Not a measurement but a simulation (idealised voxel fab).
The following is a process module called voxel quadruple lines.
The cross-section shown here is cut; it is 215 nm wide and divided into square cells measuring 5 nm on a side.
In this document a cross-section is written as a grid of square cells. It is given as a series of bands, listed from the top down, and a band is one or more rows of cells. For a band, the entry starts with two heights in nm, that of the top and then that of the bottom, and carries on with the band's materials in order from left to right, each alongside its width in nm; the word "all across" beside a single material means it fills the band edge to edge, and "air" means empty space. Heights are reckoned from 0. Under this level, the received wafer is all of one material. The bottommost band is open-ended downward, for example "from 0 down". Per-row width for "30->40": begins at first number (top row of band), ends at second number (bottom row), increment between rows held constant. Where a step carries "remained the same", the cross-section came out of it unchanged, cell for cell. Heads up: "Voids, fully enclosed" only lists the empty pockets with no open path to the top that are 8 cells or more, and it writes them as width x height at distance, distance from the left edge, in nm. On a step's line, text after the settings is the simulator commenting on that step. The setting "overlay nm" may be written on the line of a step. When the step uses a mask, the value reports how far to the right of the planned place the mask lay, and a negative value reports that it lay to the left.
**Process steps - plan**
1: RECEIVE: material Si
2: CONFORMAL_DEP: material Al2O3, thk nm 5
3: DIRECTIONAL_DEP: material TiN, thk nm 15
4: DIRECTIONAL_DEP: material polySi, thk nm 15
5: DIRECTIONAL_DEP: material aC, thk nm 20
6: PATTERN: tone cover, mask id MANDREL, material resist, width nm 20, thk nm 30, overlay nm 0
7: DIRECTIONAL_ETCH: etch materials aC, depth nm 20
8: STRIP: etch materials resist
9: CONFORMAL_DEP: material SiO2, thk nm 10
10: DIRECTIONAL_ETCH: etch materials SiO2, depth nm 10
11: STRIP: etch materials aC
12: DIRECTIONAL_ETCH: etch materials polySi, depth nm 15
13: STRIP: etch materials SiO2
14: CONFORMAL_DEP: material SiCN, thk nm 5
15: DIRECTIONAL_ETCH: etch materials SiCN, depth nm 5
16: STRIP: etch materials polySi
17: DIRECTIONAL_ETCH: etch materials TiN, depth nm 15
18: STRIP: etch materials SiCN
**Shown in cross-section is the wafer as received, that is, as it stands after step 1**
- from 0 down = Si all across
- Voids, fully enclosed: none
**One mistake in running the module, otherwise start and plan as above: cross-section at the end**
- from 20 to 5 = air 90, then TiN 5, then air 20, then TiN 5, then air 95
- from 5 to 0 = Al2O3 all across
- from 0 down = Si all across
- Voids, fully enclosed: none
Deviation from plan: note that step 6 departed from the planned setting and was carried out as PATTERN: tone open, mask id MANDREL, material resist, width nm 20, thk nm 30, overlay nm 0
